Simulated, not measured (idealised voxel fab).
A process module follows: voxel self aligned contacts.
This is section cut - it's 250 nm across, gridded in 5 nm square cells.
Each cross-section below is a grid of square cells, stated as bands in top-down order, with one or more rows of cells making up each band.
Top height, bottom height, nm. Materials left to right, width each, nm. Single material + "throughout" = fills band edge to edge. "air" = empty.
Convention: height 0 is the level below which the wafer, as received, is all one material. The lowest band does not terminate at the bottom but continues downward, represented as "z 0 and below".
Note: "30..40" means the width goes from the first number (top row of the band) to the second number (bottom row) in equal steps per row of cells.
The designation "left unchanged", where it is given for a processing step, indicates that no cell of the cross-section was altered in the course of that step.
Listed in "Fully sealed cavities": every empty space of 8 or more cells without an open way to the top. Form: width x height at distance, the distance being from the left edge, all in nm.
Formally, on a step line, whatever follows the settings is a remark that the simulator itself makes on the step.
When a step includes a mask, the "overlay nm" setting on its line states how far to the right of its planned place that mask lay, and negative values state how far to the left.
# The following list gives the planned process steps
- 1: RECEIVE (material Si)
- 2: OXIDIZE (depth nm 5)
- 3: DIRECTIONAL_DEP (material polySi; thk nm 30)
- 4: DIRECTIONAL_DEP (material SiN; thk nm 20)
- 5: DIRECTIONAL_DEP (material aC; thk nm 15)
- 6: PATTERN (tone cover; mask id GATE; material resist; width nm 35; pitch nm 65; thk nm 30; overlay nm 0)
- 7: DIRECTIONAL_ETCH (etch materials aC; depth nm 15)
- 8: STRIP (etch materials resist)
- 9: DIRECTIONAL_ETCH (etch materials SiN; depth nm 20)
- 10: DIRECTIONAL_ETCH (etch materials polySi; depth nm 30)
- 11: STRIP (etch materials aC)
- 12: CONFORMAL_DEP (material SiN; thk nm 5)
- 13: DIRECTIONAL_ETCH (etch materials SiN; depth nm 5)
- 14: FILL_DEP (material SiO2; thk nm 20)
- 15: CMP (height nm 60)
- 16: DIRECTIONAL_DEP (material aC; thk nm 15)
- 17: PATTERN (tone open; mask id CONTACT; material resist; width nm 40; pitch nm 65; thk nm 30; overlay nm 0)
- 18: DIRECTIONAL_ETCH (etch materials aC; depth nm 15)
- 19: STRIP (etch materials resist)
- 20: DIRECTIONAL_ETCH (etch materials SiO2; depth nm 65)
- 21: STRIP (etch materials aC)
- 22: CONFORMAL_DEP (material TiN; thk nm 5)
- 23: FILL_DEP (material Ru; thk nm 5)
- 24: CMP (height nm 60)
- 25: CONFORMAL_DEP (material SiCN; thk nm 5)
# Cross-section of the incoming wafer, state after step 1
	z 0 and below  Si throughout
	Fully sealed cavities: none
# This is how the wafer looks in cross-section once the module is done, given the starting state and plan above and one mistake in carrying the plan out
	z 65 to 60  SiCN throughout
	z 60 to 50  SiO2: 75; TiN: 5..10; Ru: 20..10; TiN: 5..10; SiO2: 35; TiN: 5..10; Ru: 20..10; TiN: 5..10; SiO2: 80
	z 50 to 30  SiO2: 35; SiN: 45; TiN: 5; Ru: 10; TiN: 5; SiN: 45; TiN: 5; Ru: 10; TiN: 5; SiN: 45; SiO2: 40
	z 30 to 0  SiO2: 35; SiN: 5; polySi: 35; SiN: 5; TiN: 5; Ru: 10; TiN: 5; SiN: 5; polySi: 35; SiN: 5; TiN: 5; Ru: 10; TiN: 5; SiN: 5; polySi: 35; SiN: 5; SiO2: 40
	z 0 to -5  SiO2: 80; TiN: 20; SiO2: 45; TiN: 20; SiO2: 85
	z -5 and below  Si throughout
	Fully sealed cavities: none
The mistake made against the process plan was this: step 17 off recipe, ran as PATTERN (tone open; mask id CONTACT; material resist; width nm 30; pitch nm 65; thk nm 30; overlay nm 0)
